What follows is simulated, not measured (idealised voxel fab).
Name of the process module below: voxel ribs on slabs
Cross-sectional view cut (width: 230 nm; square cell size: 5 nm).
The cross-sections in this document take the form of a grid made of square cells. They are written out as bands, in order from top to bottom. Each band consists of one or more rows of cells. In this notation a band is specified by the heights of its top and bottom, in that order and in nm, after which its materials appear from left to right, each paired with its width in nm. The word "everywhere" attached to a single material means that material fills the band from edge to edge; the word "empty" stands for empty space. Zero point of the height axis is 0; under it, received wafer = one material. Lowest band: continues down indefinitely, "0 nm and below". Top row gets the first number, bottom row gets the second, and each row in between changes by the same step: that is how a band width like "30..40" works. Step note "no modifications" = no cross-section cell changed. Closed-off voids of 8+ cells (no open route to the top) go in "Unvented internal voids", written width x height at distance from the left edge, in nm. Whatever follows a step's settings on its line is a remark the simulator itself makes about that step. A step line may carry the setting "overlay nm", which, for steps involving a mask, states the distance by which the mask lay to the right of its intended position; negative values denote displacement to the left.

Here's what the planned process steps look like:
1 op RECEIVE | material Si
2 op DIRECTIONAL_DEP | material SiO2 | thk nm 25
3 op DIRECTIONAL_DEP | material polySi | thk nm 20
4 op PATTERN | tone cover | mask id RIB | material resist | width nm 15 | thk nm 15 | overlay nm 0
5 op DIRECTIONAL_ETCH | etch materials polySi | depth nm 15
6 op STRIP | etch materials resist
7 op DIRECTIONAL_DEP | material aC | thk nm 15
8 op PATTERN | tone cover | mask id SLAB | material resist | width nm 65 | thk nm 35 | overlay nm 0
9 op DIRECTIONAL_ETCH | etch materials aC | depth nm 15
10 op STRIP | etch materials resist
11 op DIRECTIONAL_ETCH | etch materials polySi | depth nm 5
12 op STRIP | etch materials aC
13 op FILL_DEP | material SiO2 | thk nm 20
14 op CMP | height nm 60
15 op DIRECTIONAL_DEP | material TiN | thk nm 10
16 op DIRECTIONAL_DEP | material aC | thk nm 15
17 op PATTERN | tone cover | mask id HEATER | material resist | width nm 25 | thk nm 30 | overlay nm 0
18 op DIRECTIONAL_ETCH | etch materials aC | depth nm 15
19 op STRIP | etch materials resist
20 op DIRECTIONAL_ETCH | etch materials TiN | depth nm 10
21 op STRIP | etch materials aC
22 op CONFORMAL_DEP | material SiO2 | thk nm 10

Step 1 complete: cross-section of the wafer as received:
* 0 nm and below = Si everywhere
* Unvented internal voids: none

First of two wafers at the end of the module, shown in cross-section; run carried out as planned:
* 80 nm to 70 nm = 90 of empty; 45 of SiO2; 95 of empty
* 70 nm to 60 nm = 100 of SiO2; 25 of TiN; 105 of SiO2
* 60 nm to 45 nm = SiO2 everywhere
* 45 nm to 30 nm = 105 of SiO2; 15 of polySi; 110 of SiO2
* 30 nm to 25 nm = 80 of SiO2; 65 of polySi; 85 of SiO2
* 25 nm to 0 nm = SiO2 everywhere
* 0 nm and below = Si everywhere
* Unvented internal voids: none

Wafer two, sectioned after the module: the first wafer's start, the first wafer's plan, and one mistake in how it was run:
* 80 nm to 70 nm = 90 of empty; 45 of SiO2; 95 of empty
* 70 nm to 60 nm = 100 of SiO2; 25 of TiN; 105 of SiO2
* 60 nm to 45 nm = SiO2 everywhere
* 45 nm to 40 nm = 80 of SiO2; 25 of polySi; 15 of SiO2; 25 of polySi; 85 of SiO2
* 40 nm to 30 nm = 105 of polySi; 15 of SiO2; 110 of polySi
* 30 nm to 25 nm = polySi everywhere
* 25 nm to 0 nm = SiO2 everywhere
* 0 nm and below = Si everywhere
* Unvented internal voids: none
Heads up, the wafer didn't run the way we planned it: step 4 was run on a setting that differed from the plan, and what really ran there is op PATTERN | tone open | mask id RIB | material resist | width nm 15 | thk nm 15 | overlay nm 0
Looking at both finished wafers in cells, the second ends up ahead of or behind the first on some materials: -120 SiO2; +120 polySi
